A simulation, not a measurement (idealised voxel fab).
Title: Process Module voxel tone inversion
Xsec cut, 300 nm wide, square cell size 5 nm.
The cross-sections in this document take the form of a grid made of square cells. They are written out as bands, in order from top to bottom. Each band consists of one or more rows of cells. Within each band entry, the heights of the top and of the bottom of the band appear first, in that order and in nm; the materials of the band then follow from left to right, each with its corresponding width in nm. The designation "throughout" on a single material indicates that it fills the band from edge to edge; the designation "air" indicates empty space. The reference from which all heights are counted is 0, the level beneath which the as-received wafer is entirely one material; the lowest band, having no lower bound, proceeds downward and is written after the example "0 down". A width given as "30->40" starts at the first number in the band's top row and ends at the second number in its bottom row, shifting by an equal amount at every step from row to row. Reading "changes: none" for a step: not a cell of the cross-section changed in it. The list in "Unvented voids" covers empty spaces of 8 cells or more that cannot reach the top through any open way, and it gives each as width x height at distance; the distance is from the left edge, and width, height and distance are in nm. Heads up: the bit after the settings on a step's line is the simulator's remark on that step. overlay nm: mask right of planned place by this much (step with mask). Neg. = left.
### Intended process steps
1. RECEIVE, material Si
2. CONFORMAL_DEP, material SiN, thk nm 10
3. DIRECTIONAL_DEP, material aC, thk nm 25
4. PATTERN, tone cover, mask id POSTS, material resist, width nm 20, pitch nm 35, thk nm 35, overlay nm 0
5. DIRECTIONAL_ETCH, etch materials aC, depth nm 25
6. STRIP, etch materials resist
7. FILL_DEP, material SiO2, thk nm 5
8. CMP, height nm 35
9. STRIP, etch materials aC
### Incoming wafer, cross-sectional view, post step 1
* 0 down: Si throughout
* Unvented voids: none
### Sectioned view, first of two wafers, at the close of the module, processed as intended in the plan
* 35 to 10: 120 nm SiO2, 20 nm air, 15 nm SiO2, 20 nm air, 125 nm SiO2
* 10 to 0: SiN throughout
* 0 down: Si throughout
* Unvented voids: none
### Cross-section at end of module for the second wafer of two, which matched the first in starting point and plan and differed by one mistake in its processing
* 35 to 10: 120 nm SiO2, 20 nm air, 15 nm SiO2, 20 nm air, 125 nm SiO2
* 10 to 0: SiO2 throughout
* 0 down: Si throughout
* Unvented voids: none
Deviation from plan: step 2 deviated from plan and actually ran as CONFORMAL_DEP, material SiO2, thk nm 10
Heads up, by the end the second wafer has more or fewer cells of some materials compared to the first: 120 fewer of SiN; 120 more of SiO2
